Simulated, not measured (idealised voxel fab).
Process module in this document: voxel spacer lines
cross-section cut | 250 nm wide | cells 5 nm
How to read a cross-section here: the picture is a grid of square cells, written as bands going from the top down, and any band can span one or more rows of cells.
It is stipulated that each band's entry specify, in nanometres, the height of the top of the band and then that of its bottom, followed by the materials of the band in left-to-right sequence, each together with its width in nanometres. A single material marked by the word "all across" is understood to fill the band from edge to edge; the word "blank" is understood to denote empty space.
Beneath 0, the wafer as received is one material, and that level is where height counting begins. The lowest band goes on downward without a bottom; it is written like "from 0 down".
With a width like "30 to 40", each row of cells in the band differs from the next by the same amount, the top row carrying the first number and the bottom row the second.
Where the words "identical to before" appear for a step, the cross-section shows no cell changed by that step; every cell remained as before.
You'll see "Voids, enclosed" listing empty spaces that have no way open to the top, as long as they're 8 cells or more; the notation is width x height at distance, where the distance is from the left edge, and all of it is in nm.
Text after the settings on a step's line: the simulator's own remark on that step.
overlay nm: for a step with a mask, the amount by which the mask lay right of where it was planned; a negative amount means left of it.
## Planned process steps
- 1: RECEIVE,material Si
- 2: CONFORMAL_DEP,material SiO2,thk nm 10
- 3: DIRECTIONAL_DEP,material TiN,thk nm 15
- 4: DIRECTIONAL_DEP,material aC,thk nm 30
- 5: PATTERN,tone cover,mask id MANDREL,material resist,width nm 25,pitch nm 80,thk nm 35,overlay nm 0
- 6: DIRECTIONAL_ETCH,etch materials aC,depth nm 30
- 7: STRIP,etch materials resist
- 8: CONFORMAL_DEP,material SiN,thk nm 15
- 9: DIRECTIONAL_ETCH,etch materials SiN,depth nm 15
- 10: STRIP,etch materials aC
- 11: DIRECTIONAL_ETCH,etch materials TiN,depth nm 15
- 12: STRIP,etch materials SiN
## Cross-section of the wafer at receipt, which is the condition after step 1
- from 0 down | Si all across
- Voids, enclosed: none
## Wafer at module end, in section. Began as above, planned as above, run with one mistake
- from 40 to 25 | blank 55; TiN 15; blank 25; TiN 15; blank 25; TiN 15; blank 25; TiN 15; blank 60
- from 25 to 10 | TiN all across
- from 10 to 0 | SiO2 all across
- from 0 down | Si all across
- Voids, enclosed: none
Run error: step 3 of the plan was executed twice over
